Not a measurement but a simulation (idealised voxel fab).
process module | voxel plated lines
cross-section cut | 155 nm wide | cells 5 nm
A cross-section is a grid of square cells, given in bands from the top down. A band is one or more rows of cells.
Each band's line starts with the height of the band's top and of its bottom, in nm. Then come its materials from left to right, each with its width in nm. One material with "throughout" fills the band from edge to edge. "air" is empty space.
Height 0 is the level under which the wafer as received is all one material. The lowest band goes on downwards, as in "0 down".
A width such as "30 to 40" changes by the same amount from each row of cells to the next, from the band's top row to its bottom row.
"no change" after a step means that no cell of the cross-section changed.
closed voids: empty space of 8 cells or more with no open way to the top, each as width x height at its distance from the left edge, in nm
after a step's settings: what the simulator itself notes on the step
overlay nm, on a step with a mask: how far to the right of its planned place the mask lay; to the left if negative
plan
1 op RECEIVE | material Si
2 op CONFORMAL_DEP | material Al2O3 | thk nm 15
3 op DIRECTIONAL_DEP | material TiN | thk nm 5
4 op PATTERN | tone open | mask id LINES | material resist | width nm 15 | pitch nm 30 | thk nm 40 | overlay nm -15
5 op EPI | material Ru | thk nm 10
6 op EPI | material Ru | thk nm 5
7 op EPI | material Ru | thk nm 5
8 op STRIP | etch materials resist
9 op DIRECTIONAL_ETCH | etch materials TiN | depth nm 5
10 op CONFORMAL_DEP | material SiO2 | thk nm 10
varied across the wafers: overlay nm of step 4. The plan shows the first wafer's value. All wafers start alike
first wafer as received, after step 1
  0 down: Si throughout
  closed voids: none
first wafer at the end, after step 10
  50 to 40: air 30 | SiO2 65 | air 60
  40 to 25: air 30 | SiO2 10 | Ru 15 | SiO2 15 | Ru 15 | SiO2 10 | air 60
  25 to 20: SiO2 40 | Ru 15 | SiO2 15 | Ru 15 | SiO2 70
  20 to 15: SiO2 40 | TiN 15 | SiO2 15 | TiN 15 | SiO2 70
  15 to 0: Al2O3 throughout
  0 down: Si throughout
  closed voids: none
last wafer at the end
  50 to 40: air 60 | SiO2 65 | air 30
  40 to 25: air 60 | SiO2 10 | Ru 15 | SiO2 15 | Ru 15 | SiO2 10 | air 30
  25 to 20: SiO2 70 | Ru 15 | SiO2 15 | Ru 15 | SiO2 40
  20 to 15: SiO2 70 | TiN 15 | SiO2 15 | TiN 15 | SiO2 40
  15 to 0: Al2O3 throughout
  0 down: Si throughout
  closed voids: none
each wafer at the end: cells of each material gained (+) or lost (-) since it was received, then its closed voids
overlay nm -15 | +93 Al2O3 | +24 Ru | +97 SiO2 | +6 TiN | closed voids: none
overlay nm -10 | +93 Al2O3 | +24 Ru | +97 SiO2 | +6 TiN | closed voids: none
overlay nm -5 | +93 Al2O3 | +24 Ru | +97 SiO2 | +6 TiN | closed voids: none
overlay nm 0 | +93 Al2O3 | +24 Ru | +97 SiO2 | +6 TiN | closed voids: none
overlay nm 5 | +93 Al2O3 | +24 Ru | +97 SiO2 | +6 TiN | closed voids: none
overlay nm 10 | +93 Al2O3 | +24 Ru | +97 SiO2 | +6 TiN | closed voids: none
overlay nm 15 | +93 Al2O3 | +24 Ru | +97 SiO2 | +6 TiN | closed voids: none
